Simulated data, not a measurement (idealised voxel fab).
This section sets out a process module, namely voxel local oxidation.
Each square cell in cross-section cut measures 5 nm, and the section as a whole is 265 nm wide.
Cross-section spec: square-cell grid; bands listed top down; each band is one or more rows. Heights first: top, then bottom, in nm. Then materials, left to right, each with a width in nm. "full width" on a single material: fills the band edge to edge. "blank": empty space. The level at which height equals 0 is the one under which the wafer, as it arrives, is entirely one material. No lower edge exists for the bottom band, which continues downward and is notated as in "top 0, no bottom". Width: "30->40" (first number = top row, second number = bottom row, same change from row to row of cells). Where a step carries "changes: none", the cross-section came out of it unchanged, cell for cell. Look at "Fully sealed voids" for the closed voids: empty spaces with no open path to the top, sized 8 cells or up. Each is width x height at distance, distance from the left edge, all nm. If you see something after the settings on a step's line, that's the simulator's own remark about that step. overlay nm: for a step with a mask, the amount by which the mask lay right of where it was planned; a negative amount means left of it.

# The following list gives the planned process steps
step 1: RECEIVE [material Si]
step 2: CONFORMAL_DEP [material SiO2] [thk nm 5]
step 3: CONFORMAL_DEP [material SiN] [thk nm 15]
step 4: MASKED_ETCH [tone cover] [mask id ACTIVE] [width nm 95] [pitch nm 120] [etch materials SiN] [depth nm 15] [overlay nm 0]
step 5: SELECTIVE_ETCH [etch materials SiO2] [depth nm 5]
step 6: OXIDIZE [depth nm 10]
step 7: STRIP [etch materials SiN]

# Incoming wafer, cross-sectional view, post step 1
  top 0, no bottom: Si full width
  Fully sealed voids: none

# The following cross-section depicts the wafer upon conclusion of the module. Processing commenced from the starting condition illustrated above and adhered to the plan illustrated above, save for one mistake in execution
  top 5, bottom 0: blank (25); SiO2 (95); blank (25); SiO2 (95); blank (25)
  top 0, bottom -10: SiO2 (35); Si (75); SiO2 (45); Si (75); SiO2 (35)
  top -10, no bottom: Si full width
  Fully sealed voids: none
Here's what went sideways: not per plan at step 4, really ran MASKED_ETCH [tone cover] [mask id ACTIVE] [width nm 105] [pitch nm 120] [etch materials SiN] [depth nm 15] [overlay nm 0]
